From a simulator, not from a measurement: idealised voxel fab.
process module | voxel double patterning
cross-section cut | 240 nm wide | cells 5 nm
A cross-section is a grid of square cells, given in bands from the top down. A band is one or more rows of cells.
Each band's line starts with the height of the band's top and of its bottom, in nm. Then come its materials from left to right, each with its width in nm. One material with "throughout" fills the band from edge to edge. "air" is empty space.
Height 0 is the level under which the wafer as received is all one material. The lowest band goes on downwards, as in "0 down".
A width such as "30 to 40" changes by the same amount from each row of cells to the next, from the band's top row to its bottom row.
"no change" after a step means that no cell of the cross-section changed.
closed voids: empty space of 8 cells or more with no open way to the top, each as width x height at its distance from the left edge, in nm
after a step's settings: what the simulator itself notes on the step
overlay nm, on a step with a mask: how far to the right of its planned place the mask lay; to the left if negative
plan
1 op RECEIVE | material Si
2 op CONFORMAL_DEP | material SiO2 | thk nm 5
3 op DIRECTIONAL_DEP | material TiN | thk nm 20
4 op DIRECTIONAL_DEP | material SiN | thk nm 10
5 op PATTERN | tone open | mask id FIRST | material resist | width nm 15 | pitch nm 50 | thk nm 15 | overlay nm -15
6 op DIRECTIONAL_ETCH | etch materials SiN | depth nm 10
7 op STRIP | etch materials resist
8 op PATTERN | tone open | mask id SECOND | material resist | width nm 15 | thk nm 15 | overlay nm 0
9 op DIRECTIONAL_ETCH | etch materials SiN | depth nm 10
10 op STRIP | etch materials resist
11 op DIRECTIONAL_ETCH | etch materials TiN | depth nm 20
12 op STRIP | etch materials SiN
varied across the wafers: overlay nm of step 5. The plan shows the first wafer's value. All wafers start alike
first wafer as received, after step 1
  0 down: Si throughout
  closed voids: none
each wafer at the end: cells of each material gained (+) or lost (-) since it was received, then its closed voids
overlay nm -15 | +48 SiO2 | +160 TiN | closed voids: none
overlay nm -10 | +48 SiO2 | +156 TiN | closed voids: none
overlay nm -5 | +48 SiO2 | +156 TiN | closed voids: none
overlay nm 0 | +48 SiO2 | +156 TiN | closed voids: none
overlay nm 5 | +48 SiO2 | +156 TiN | closed voids: none
overlay nm 10 | +48 SiO2 | +156 TiN | closed voids: none
overlay nm 15 | +48 SiO2 | +160 TiN | closed voids: none
